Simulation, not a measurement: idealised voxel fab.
process module | voxel capacitor over wiring
cross-section cut | 265 nm wide | cells 5 nm
A cross-section is a grid of square cells, given in bands from the top down. A band is one or more rows of cells. Heads up on the band format: heights come first, top then bottom, in nm. After that it's the materials left to right, each with its width in nm. A single material flagged "everywhere" fills the whole band edge to edge, and "air" means there's empty space there. Heights are measured from 0, the level below which the as-received wafer is all one material; the lowest band has no bottom and continues downward, written as in "0 and below". Note: "30..40" means the width goes from the first number (top row of the band) to the second number (bottom row) in equal steps per row of cells. No cell of the cross-section changed in a step that is given as "remained the same". Heads up: "Enclosed cavity list" only lists the empty pockets with no open path to the top that are 8 cells or more, and it writes them as width x height at distance, distance from the left edge, in nm. The remark found on a step's line after its settings is issued by the simulator itself and pertains to that step. "overlay nm", when on a step's line for a step with a mask, measures how far to the right of its planned place the mask lay; a negative measure means to the left.

### Listed below are the process steps as planned
| 1 | RECEIVE: material Si |
| 2 | CONFORMAL_DEP: material SiO2, thk nm 15 |
| 3 | CONFORMAL_DEP: material SiCN, thk nm 5 |
| 4 | DIRECTIONAL_DEP: material SiO2, thk nm 15 |
| 5 | MASKED_ETCH: tone open, mask id METAL_1, width nm 25, pitch nm 85, etch materials SiO2, depth nm 15, overlay nm 0 |
| 6 | MASKED_ETCH: tone open, mask id METAL_1, width nm 25, pitch nm 85, etch materials SiCN, depth nm 5, overlay nm 0 |
| 7 | CONFORMAL_DEP: material TiN, thk nm 5 |
| 8 | FILL_DEP: material Ru, thk nm 10 |
| 9 | CMP: height nm 35 |
| 10 | EPI: material Ru, thk nm 5 |
| 11 | FILL_DEP: material SiCN, thk nm 5 |
| 12 | DIRECTIONAL_DEP: material SiO2, thk nm 10 |
| 13 | PATTERN: tone open, mask id PLUG_1, material resist, width nm 15, thk nm 20, overlay nm 0 |
| 14 | DIRECTIONAL_ETCH: etch materials SiO2, depth nm 10 |
| 15 | DIRECTIONAL_ETCH: etch materials SiCN, depth nm 5 |
| 16 | STRIP: etch materials resist |
| 17 | CONFORMAL_DEP: material TiN, thk nm 5 |
| 18 | FILL_DEP: material Ru, thk nm 5 |
| 19 | CMP: height nm 55 |
| 20 | DIRECTIONAL_DEP: material TiN, thk nm 10 |
| 21 | DIRECTIONAL_DEP: material SiN, thk nm 5 |
| 22 | DIRECTIONAL_DEP: material TiN, thk nm 10 |
| 23 | DIRECTIONAL_DEP: material aC, thk nm 15 |
| 24 | PATTERN: tone cover, mask id UPPER_PLATE, material resist, width nm 65, thk nm 30, overlay nm 0 |
| 25 | DIRECTIONAL_ETCH: etch materials aC, depth nm 15 |
| 26 | STRIP: etch materials resist |
| 27 | DIRECTIONAL_ETCH: etch materials TiN, depth nm 10 |
| 28 | DIRECTIONAL_ETCH: etch materials SiN, depth nm 5 |
| 29 | STRIP: etch materials aC |
| 30 | DIRECTIONAL_DEP: material aC, thk nm 10 |
| 31 | PATTERN: tone cover, mask id LOWER_PLATE, material resist, width nm 75, thk nm 30, overlay nm 0 |
| 32 | DIRECTIONAL_ETCH: etch materials aC, depth nm 10 |
| 33 | STRIP: etch materials resist |
| 34 | DIRECTIONAL_ETCH: etch materials TiN, depth nm 10 |
| 35 | STRIP: etch materials aC |
| 36 | FILL_DEP: material SiO2, thk nm 15 |
| 37 | CMP: height nm 90 |
| 38 | MASKED_ETCH: tone open, mask id PLUG_2, width nm 15, etch materials SiO2, depth nm 10, overlay nm 0 |
| 39 | CONFORMAL_DEP: material TiN, thk nm 5 |
| 40 | FILL_DEP: material Ru, thk nm 10 |
| 41 | CMP: height nm 90 |
| 42 | CONFORMAL_DEP: material SiCN, thk nm 5 |

### Account of the first of two wafers, which was processed as intended

### Incoming wafer in cross-section (state: after step 1)
    0 and below: Si everywhere
    Enclosed cavity list: none

### State of the wafer after step 2, shown in cross-section
    15 down to 0: SiO2 everywhere
    Beneath the level 0, the cross-section is identical to its previous state.

### State of the wafer after step 3, shown in cross-section
    20 down to 15: SiCN everywhere
    Beneath the level 15, the cross-section is identical to its previous state.

### State of the wafer after step 4, shown in cross-section
    35 down to 20: SiO2 everywhere
    Beneath the level 20, the cross-section is identical to its previous state.

### State of the wafer after step 5, shown in cross-section
    35 down to 20: SiO2=75, air=25, SiO2=60, air=25, SiO2=80
    Beneath the level 20, the cross-section is identical to its previous state.

### State of the wafer after step 6, shown in cross-section
    35 down to 20: SiO2=75, air=25, SiO2=60, air=25, SiO2=80
    20 down to 15: SiCN=75, air=25, SiCN=60, air=25, SiCN=80
    Beneath the level 15, the cross-section is identical to its previous state.

### State of the wafer after step 7, shown in cross-section
    40 down to 35: TiN=80, air=15, TiN=70, air=15, TiN=85
    35 down to 20: SiO2=75, TiN=5, air=15, TiN=5, SiO2=60, TiN=5, air=15, TiN=5, SiO2=80
    20 down to 15: SiCN=75, TiN=25, SiCN=60, TiN=25, SiCN=80
    Beneath the level 15, the cross-section is identical to its previous state.

### State of the wafer after step 8, shown in cross-section
    50 down to 40: Ru everywhere
    40 down to 35: TiN=80, Ru=15, TiN=70, Ru=15, TiN=85
    35 down to 20: SiO2=75, TiN=5, Ru=15, TiN=5, SiO2=60, TiN=5, Ru=15, TiN=5, SiO2=80
    Beneath the level 20, the cross-section is identical to its previous state.

### State of the wafer after step 9, shown in cross-section
    35 down to 20: SiO2=75, TiN=5, Ru=15, TiN=5, SiO2=60, TiN=5, Ru=15, TiN=5, SiO2=80
    Beneath the level 20, the cross-section is identical to its previous state.

### State of the wafer after step 10, shown in cross-section
    40 down to 35: air=70, Ru=35, air=50, Ru=35, air=75
    Beneath the level 35, the cross-section is identical to its previous state.

### State of the wafer after step 11, shown in cross-section
    45 down to 40: SiCN everywhere
    40 down to 35: SiCN=70, Ru=35, SiCN=50, Ru=35, SiCN=75
    Beneath the level 35, the cross-section is identical to its previous state.

### State of the wafer after step 12, shown in cross-section
    55 down to 45: SiO2 everywhere
    Beneath the level 45, the cross-section is identical to its previous state.

### State of the wafer after step 13, shown in cross-section
    75 down to 55: resist=85, air=15, resist=165
    Beneath the level 55, the cross-section is identical to its previous state.

### State of the wafer after step 14, shown in cross-section
    75 down to 55: resist=85, air=15, resist=165
    55 down to 45: SiO2=85, air=15, SiO2=165
    Beneath the level 45, the cross-section is identical to its previous state.

### State of the wafer after step 15, shown in cross-section
    75 down to 55: resist=85, air=15, resist=165
    55 down to 45: SiO2=85, air=15, SiO2=165
    45 down to 40: SiCN=85, air=15, SiCN=165
    Beneath the level 40, the cross-section is identical to its previous state.

### State of the wafer after step 16, shown in cross-section
    55 down to 45: SiO2=85, air=15, SiO2=165
    Beneath the level 45, the cross-section is identical to its previous state.

### State of the wafer after step 17, shown in cross-section
    60 down to 55: TiN=90, air=5, TiN=170
    55 down to 45: SiO2=85, TiN=5, air=5, TiN=5, SiO2=165
    45 down to 40: SiCN=85, TiN=15, SiCN=165
    Beneath the level 40, the cross-section is identical to its previous state.

### State of the wafer after step 18, shown in cross-section
    65 down to 60: Ru everywhere
    60 down to 55: TiN=90, Ru=5, TiN=170
    55 down to 45: SiO2=85, TiN=5, Ru=5, TiN=5, SiO2=165
    Beneath the level 45, the cross-section is identical to its previous state.

### State of the wafer after step 19, shown in cross-section
    55 down to 45: SiO2=85, TiN=5, Ru=5, TiN=5, SiO2=165
    Beneath the level 45, the cross-section is identical to its previous state.

### State of the wafer after step 20, shown in cross-section
    65 down to 55: TiN everywhere
    Beneath the level 55, the cross-section is identical to its previous state.

### State of the wafer after step 21, shown in cross-section
    70 down to 65: SiN everywhere
    Beneath the level 65, the cross-section is identical to its previous state.

### State of the wafer after step 22, shown in cross-section
    80 down to 70: TiN everywhere
    Beneath the level 70, the cross-section is identical to its previous state.

### State of the wafer after step 23, shown in cross-section
    95 down to 80: aC everywhere
    Beneath the level 80, the cross-section is identical to its previous state.

### State of the wafer after step 24, shown in cross-section
    125 down to 95: air=85, resist=65, air=115
    Beneath the level 95, the cross-section is identical to its previous state.

### State of the wafer after step 25, shown in cross-section
    110 down to 95: air=85, resist=65, air=115
    95 down to 80: air=85, aC=65, air=115
    Beneath the level 80, the cross-section is identical to its previous state.

### State of the wafer after step 26, shown in cross-section
    95 down to 80: air=85, aC=65, air=115
    Beneath the level 80, the cross-section is identical to its previous state.

### State of the wafer after step 27, shown in cross-section
    95 down to 80: air=85, aC=65, air=115
    80 down to 70: air=85, TiN=65, air=115
    Beneath the level 70, the cross-section is identical to its previous state.

### State of the wafer after step 28, shown in cross-section
    95 down to 80: air=85, aC=65, air=115
    80 down to 70: air=85, TiN=65, air=115
    70 down to 65: air=85, SiN=65, air=115
    Beneath the level 65, the cross-section is identical to its previous state.

### State of the wafer after step 29, shown in cross-section
    80 down to 70: air=85, TiN=65, air=115
    Beneath the level 70, the cross-section is identical to its previous state.

### State of the wafer after step 30, shown in cross-section
    90 down to 80: air=85, aC=65, air=115
    80 down to 75: air=85, TiN=65, air=115
    75 down to 70: aC=85, TiN=65, aC=115
    70 down to 65: aC=85, SiN=65, aC=115
    Beneath the level 65, the cross-section is identical to its previous state.

### State of the wafer after step 31, shown in cross-section
    120 down to 90: air=80, resist=75, air=110
    90 down to 80: air=80, resist=5, aC=65, resist=5, air=110
    80 down to 75: air=80, resist=5, TiN=65, resist=5, air=110
    Beneath the level 75, the cross-section is identical to its previous state.

### State of the wafer after step 32, shown in cross-section
    110 down to 90: air=80, resist=75, air=110
    90 down to 80: air=80, resist=5, aC=65, resist=5, air=110
    80 down to 75: air=80, resist=5, TiN=65, resist=5, air=110
    75 down to 70: air=80, aC=5, TiN=65, aC=5, air=110
    70 down to 65: air=80, aC=5, SiN=65, aC=5, air=110
    Beneath the level 65, the cross-section is identical to its previous state.

### State of the wafer after step 33, shown in cross-section
    90 down to 80: air=85, aC=65, air=115
    80 down to 75: air=85, TiN=65, air=115
    Beneath the level 75, the cross-section is identical to its previous state.

### State of the wafer after step 34, shown in cross-section
    90 down to 80: air=85, aC=65, air=115
    80 down to 75: air=85, TiN=65, air=115
    75 down to 70: air=80, aC=5, TiN=65, aC=5, air=110
    70 down to 65: air=80, aC=5, SiN=65, aC=5, air=110
    65 down to 55: air=80, TiN=75, air=110
    Beneath the level 55, the cross-section is identical to its previous state.

### State of the wafer after step 35, shown in cross-section
    80 down to 70: air=85, TiN=65, air=115
    70 down to 65: air=85, SiN=65, air=115
    Beneath the level 65, the cross-section is identical to its previous state.

### State of the wafer after step 36, shown in cross-section
    95 down to 80: SiO2 everywhere
    80 down to 70: SiO2=85, TiN=65, SiO2=115
    70 down to 65: SiO2=85, SiN=65, SiO2=115
    65 down to 55: SiO2=80, TiN=75, SiO2=110
    Beneath the level 55, the cross-section is identical to its previous state.

### State of the wafer after step 37, shown in cross-section
    90 down to 80: SiO2 everywhere
    Beneath the level 80, the cross-section is identical to its previous state.

### State of the wafer after step 38, shown in cross-section
    90 down to 80: SiO2=95, air=15, SiO2=155
    Beneath the level 80, the cross-section is identical to its previous state.

### State of the wafer after step 39, shown in cross-section
    95 down to 90: TiN=100, air=5, TiN=160
    90 down to 85: SiO2=95, TiN=5, air=5, TiN=5, SiO2=155
    85 down to 80: SiO2=95, TiN=15, SiO2=155
    Beneath the level 80, the cross-section is identical to its previous state.

### State of the wafer after step 40, shown in cross-section
    105 down to 95: Ru everywhere
    95 down to 90: TiN=100, Ru=5, TiN=160
    90 down to 85: SiO2=95, TiN=5, Ru=5, TiN=5, SiO2=155
    Beneath the level 85, the cross-section is identical to its previous state.

### State of the wafer after step 41, shown in cross-section
    90 down to 85: SiO2=95, TiN=5, Ru=5, TiN=5, SiO2=155
    Beneath the level 85, the cross-section is identical to its previous state.

### State of the wafer after step 42, shown in cross-section
    95 down to 90: SiCN everywhere
    Beneath the level 90, the cross-section is identical to its previous state.

### Wafer two. Same start, same plan, one slip in execution. Same as wafer one through step 12, inclusive

### Cross-sectional representation of the second wafer at the time designated in the plan for the completion of step 13
    75 down to 55: air=85, resist=15, air=165
    Beneath the level 55, the cross-section is identical to its previous state.

### Cross-sectional representation of the second wafer at the time designated in the plan for the completion of step 14
    75 down to 55: air=85, resist=15, air=165
    55 down to 45: air=85, SiO2=15, air=165
    Beneath the level 45, the cross-section is identical to its previous state.

### Cross-sectional representation of the second wafer at the time designated in the plan for the completion of step 15
    75 down to 55: air=85, resist=15, air=165
    55 down to 45: air=85, SiO2=15, air=165
    45 down to 40: air=85, SiCN=15, air=165
    Beneath the level 40, the cross-section is identical to its previous state.

### Cross-sectional representation of the second wafer at the time designated in the plan for the completion of step 16
    55 down to 45: air=85, SiO2=15, air=165
    Beneath the level 45, the cross-section is identical to its previous state.

### Cross-sectional representation of the second wafer at the time designated in the plan for the completion of step 17
    60 down to 55: air=80, TiN=25, air=160
    55 down to 45: air=80, TiN=5, SiO2=15, TiN=5, air=160
    45 down to 40: TiN=85, SiCN=15, TiN=165
    Beneath the level 40, the cross-section is identical to its previous state.

### Cross-sectional representation of the second wafer at the time designated in the plan for the completion of step 18
    65 down to 60: Ru everywhere
    60 down to 55: Ru=80, TiN=25, Ru=160
    55 down to 45: Ru=80, TiN=5, SiO2=15, TiN=5, Ru=160
    Beneath the level 45, the cross-section is identical to its previous state.

### Cross-sectional representation of the second wafer at the time designated in the plan for the completion of step 19
    55 down to 45: Ru=80, TiN=5, SiO2=15, TiN=5, Ru=160
    Beneath the level 45, the cross-section is identical to its previous state.

### Cross-sectional representation of the second wafer at the time designated in the plan for the completion of step 20
    65 down to 55: TiN everywhere
    Beneath the level 55, the cross-section is identical to its previous state.

### Cross-sectional representation of the second wafer at the time designated in the plan for the completion of step 21
    70 down to 65: SiN everywhere
    Beneath the level 65, the cross-section is identical to its previous state.

### Cross-sectional representation of the second wafer at the time designated in the plan for the completion of step 22
    80 down to 70: TiN everywhere
    Beneath the level 70, the cross-section is identical to its previous state.

### Cross-sectional representation of the second wafer at the time designated in the plan for the completion of step 23
    95 down to 80: aC everywhere
    Beneath the level 80, the cross-section is identical to its previous state.

### Cross-sectional representation of the second wafer at the time designated in the plan for the completion of step 24
    125 down to 95: air=85, resist=65, air=115
    Beneath the level 95, the cross-section is identical to its previous state.

### Cross-sectional representation of the second wafer at the time designated in the plan for the completion of step 25
    110 down to 95: air=85, resist=65, air=115
    95 down to 80: air=85, aC=65, air=115
    Beneath the level 80, the cross-section is identical to its previous state.

### Cross-sectional representation of the second wafer at the time designated in the plan for the completion of step 26
    95 down to 80: air=85, aC=65, air=115
    Beneath the level 80, the cross-section is identical to its previous state.

### Cross-sectional representation of the second wafer at the time designated in the plan for the completion of step 27
    95 down to 80: air=85, aC=65, air=115
    80 down to 70: air=85, TiN=65, air=115
    Beneath the level 70, the cross-section is identical to its previous state.

### Cross-sectional representation of the second wafer at the time designated in the plan for the completion of step 28
    95 down to 80: air=85, aC=65, air=115
    80 down to 70: air=85, TiN=65, air=115
    70 down to 65: air=85, SiN=65, air=115
    Beneath the level 65, the cross-section is identical to its previous state.

### Cross-sectional representation of the second wafer at the time designated in the plan for the completion of step 29
    80 down to 70: air=85, TiN=65, air=115
    Beneath the level 70, the cross-section is identical to its previous state.

### Cross-sectional representation of the second wafer at the time designated in the plan for the completion of step 30
    90 down to 80: air=85, aC=65, air=115
    80 down to 75: air=85, TiN=65, air=115
    75 down to 70: aC=85, TiN=65, aC=115
    70 down to 65: aC=85, SiN=65, aC=115
    Beneath the level 65, the cross-section is identical to its previous state.

### Cross-sectional representation of the second wafer at the time designated in the plan for the completion of step 31
    120 down to 90: air=80, resist=75, air=110
    90 down to 80: air=80, resist=5, aC=65, resist=5, air=110
    80 down to 75: air=80, resist=5, TiN=65, resist=5, air=110
    Beneath the level 75, the cross-section is identical to its previous state.

### Cross-sectional representation of the second wafer at the time designated in the plan for the completion of step 32
    110 down to 90: air=80, resist=75, air=110
    90 down to 80: air=80, resist=5, aC=65, resist=5, air=110
    80 down to 75: air=80, resist=5, TiN=65, resist=5, air=110
    75 down to 70: air=80, aC=5, TiN=65, aC=5, air=110
    70 down to 65: air=80, aC=5, SiN=65, aC=5, air=110
    Beneath the level 65, the cross-section is identical to its previous state.

### Cross-sectional representation of the second wafer at the time designated in the plan for the completion of step 33
    90 down to 80: air=85, aC=65, air=115
    80 down to 75: air=85, TiN=65, air=115
    Beneath the level 75, the cross-section is identical to its previous state.

### Cross-sectional representation of the second wafer at the time designated in the plan for the completion of step 34
    90 down to 80: air=85, aC=65, air=115
    80 down to 75: air=85, TiN=65, air=115
    75 down to 70: air=80, aC=5, TiN=65, aC=5, air=110
    70 down to 65: air=80, aC=5, SiN=65, aC=5, air=110
    65 down to 55: air=80, TiN=75, air=110
    Beneath the level 55, the cross-section is identical to its previous state.

### Cross-sectional representation of the second wafer at the time designated in the plan for the completion of step 35
    80 down to 70: air=85, TiN=65, air=115
    70 down to 65: air=85, SiN=65, air=115
    Beneath the level 65, the cross-section is identical to its previous state.

### Cross-sectional representation of the second wafer at the time designated in the plan for the completion of step 36
    95 down to 80: SiO2 everywhere
    80 down to 70: SiO2=85, TiN=65, SiO2=115
    70 down to 65: SiO2=85, SiN=65, SiO2=115
    65 down to 55: SiO2=80, TiN=75, SiO2=110
    Beneath the level 55, the cross-section is identical to its previous state.

### Cross-sectional representation of the second wafer at the time designated in the plan for the completion of step 37
    90 down to 80: SiO2 everywhere
    Beneath the level 80, the cross-section is identical to its previous state.

### Cross-sectional representation of the second wafer at the time designated in the plan for the completion of step 38
    90 down to 80: SiO2=95, air=15, SiO2=155
    Beneath the level 80, the cross-section is identical to its previous state.

### Cross-sectional representation of the second wafer at the time designated in the plan for the completion of step 39
    95 down to 90: TiN=100, air=5, TiN=160
    90 down to 85: SiO2=95, TiN=5, air=5, TiN=5, SiO2=155
    85 down to 80: SiO2=95, TiN=15, SiO2=155
    Beneath the level 80, the cross-section is identical to its previous state.

### Cross-sectional representation of the second wafer at the time designated in the plan for the completion of step 40
    105 down to 95: Ru everywhere
    95 down to 90: TiN=100, Ru=5, TiN=160
    90 down to 85: SiO2=95, TiN=5, Ru=5, TiN=5, SiO2=155
    Beneath the level 85, the cross-section is identical to its previous state.

### Cross-sectional representation of the second wafer at the time designated in the plan for the completion of step 41
    90 down to 85: SiO2=95, TiN=5, Ru=5, TiN=5, SiO2=155
    Beneath the level 85, the cross-section is identical to its previous state.

### Cross-sectional representation of the second wafer at the time designated in the plan for the completion of step 42
    95 down to 90: SiCN everywhere
    Beneath the level 90, the cross-section is identical to its previous state.
Run error: step 13 off recipe, ran as PATTERN: tone cover, mask id PLUG_1, material resist, width nm 15, thk nm 20, overlay nm 0
Final cells, second wafer relative to first, materials higher or lower: Ru: 94 more, SiCN: 47 fewer, SiO2: 94 fewer, TiN: 47 more
